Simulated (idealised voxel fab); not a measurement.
This section sets out a process module, namely voxel air gaps.
265 nm wide, 5 nm square cells: that's cross-section cut.
In this document a cross-section is written as a grid of square cells. It is given as a series of bands, listed from the top down, and a band is one or more rows of cells. This entry defines a band. It first specifies the height of the band's top and the height of its bottom in nm, and then specifies the band's materials from left to right, stating each material with its width in nm. The word "everywhere" identifies a single material that fills the band from edge to edge, while the word "blank" identifies empty space. Height is counted from the level 0, under which the received wafer is composed throughout of one material. The lowest of the bands is not closed at the bottom but continues downward, in the notation "0 down". A two-number width, for instance "30 to 40", indicates that the width is equal to the first number in the top row of the band and to the second number in the bottom row, and that it changes by a constant amount per row of cells. Where a step carries "no alteration", the cross-section came out of it unchanged, cell for cell. If an empty space has no open way to the top and is at least 8 cells in size, "Completely sealed voids" lists it, written width x height at distance, where distance is measured from the left edge and every value is in nm. Text after the settings on a step's line: the simulator's own remark on that step. For masked steps, "overlay nm" on the step line gives how far right of plan the mask actually lay; a minus sign means it lay to the left.

Listed below are the process steps as planned
| 1 | RECEIVE (material Si) |
| 2 | CONFORMAL_DEP (material SiO2; thk nm 5) |
| 3 | CONFORMAL_DEP (material SiN; thk nm 5) |
| 4 | DIRECTIONAL_DEP (material lowk; thk nm 40) |
| 5 | PATTERN (tone open; mask id LINES; material resist; width nm 20; pitch nm 45; thk nm 15; overlay nm 0) |
| 6 | DIRECTIONAL_ETCH (etch materials lowk; depth nm 40) |
| 7 | STRIP (etch materials resist) |
| 8 | CONFORMAL_DEP (material TiN; thk nm 5) |
| 9 | FILL_DEP (material Cu; thk nm 5) |
| 10 | CMP (height nm 55) |
| 11 | EPI (material Ru; thk nm 10) |
| 12 | SELECTIVE_ETCH (etch materials lowk; depth nm 50) |
| 13 | CONFORMAL_DEP (material SiN; thk nm 5) |
For this document, wafers share an identical start and vary in the step 2 thk nm; the plan quotes the first wafer's value.

The as-received cross-section of the first of several wafers corresponds to the state after step 1
> 0 down = Si everywhere
> Completely sealed voids: none

First of several wafers: cross-section at the end of the module, after step 13, its last step
> 70 to 65 = SiN everywhere
> 65 to 55 = Ru everywhere
> 55 to 50 = TiN: 60 | Cu: 10 | TiN: 35 | Cu: 10 | TiN: 35 | Cu: 10 | TiN: 35 | Cu: 10 | TiN: 60
> 50 to 15 = lowk: 55 | TiN: 5 | Cu: 10 | TiN: 5 | lowk: 25 | TiN: 5 | Cu: 10 | TiN: 5 | lowk: 25 | TiN: 5 | Cu: 10 | TiN: 5 | lowk: 25 | TiN: 5 | Cu: 10 | TiN: 5 | lowk: 55
> 15 to 10 = lowk: 55 | TiN: 20 | lowk: 25 | TiN: 20 | lowk: 25 | TiN: 20 | lowk: 25 | TiN: 20 | lowk: 55
> 10 to 5 = SiN everywhere
> 5 to 0 = SiO2 everywhere
> 0 down = Si everywhere
> Completely sealed voids: none

Last wafer, end of module, cross-section
> 70 to 65 = blank: 40 | SiN: 185 | blank: 40
> 65 to 55 = blank: 40 | SiN: 5 | Ru: 40 | SiN: 5 | Ru: 40 | SiN: 5 | Ru: 40 | SiN: 5 | Ru: 40 | SiN: 5 | blank: 40
> 55 to 50 = blank: 40 | SiN: 15 | TiN: 5 | Cu: 10 | TiN: 5 | SiN: 25 | TiN: 5 | Cu: 10 | TiN: 5 | SiN: 25 | TiN: 5 | Cu: 10 | TiN: 5 | SiN: 25 | TiN: 5 | Cu: 10 | TiN: 5 | SiN: 15 | blank: 40
> 50 to 35 = blank: 50 | SiN: 5 | TiN: 5 | Cu: 10 | TiN: 5 | SiN: 5 | blank: 15 | SiN: 5 | TiN: 5 | Cu: 10 | TiN: 5 | SiN: 5 | blank: 15 | SiN: 5 | TiN: 5 | Cu: 10 | TiN: 5 | SiN: 5 | blank: 15 | SiN: 5 | TiN: 5 | Cu: 10 | TiN: 5 | SiN: 5 | blank: 50
> 35 to 30 = SiN: 55 | TiN: 20 | SiN: 25 | TiN: 20 | SiN: 25 | TiN: 20 | SiN: 25 | TiN: 20 | SiN: 55
> 30 to 25 = SiN everywhere
> 25 to 0 = SiO2 everywhere
> 0 down = Si everywhere
> Completely sealed voids: 15 x 15 at 80; 15 x 15 at 125; 15 x 15 at 170

What follows is a table in which each wafer occupies a row; for the wafer as it stands at the close of the module, the row states, material by material, how many cells have been gained (+) or lost (-) since receipt, and then gives its closed voids
thk nm 5, +64 Cu, +106 Ru, +106 SiN, +53 SiO2, +117 TiN, +296 lowk, Completely sealed voids: none
thk nm 10, +56 Cu, +64 Ru, +206 SiN, +106 SiO2, +72 TiN, Completely sealed voids: 15 x 30 at 80; 15 x 30 at 125; 15 x 30 at 170
thk nm 15, +48 Cu, +64 Ru, +198 SiN, +159 SiO2, +64 TiN, Completely sealed voids: 15 x 25 at 80; 15 x 25 at 125; 15 x 25 at 170
thk nm 20, +40 Cu, +64 Ru, +190 SiN, +212 SiO2, +56 TiN, Completely sealed voids: 15 x 20 at 80; 15 x 20 at 125; 15 x 20 at 170
thk nm 25, +32 Cu, +64 Ru, +182 SiN, +265 SiO2, +48 TiN, Completely sealed voids: 15 x 15 at 80; 15 x 15 at 125; 15 x 15 at 170
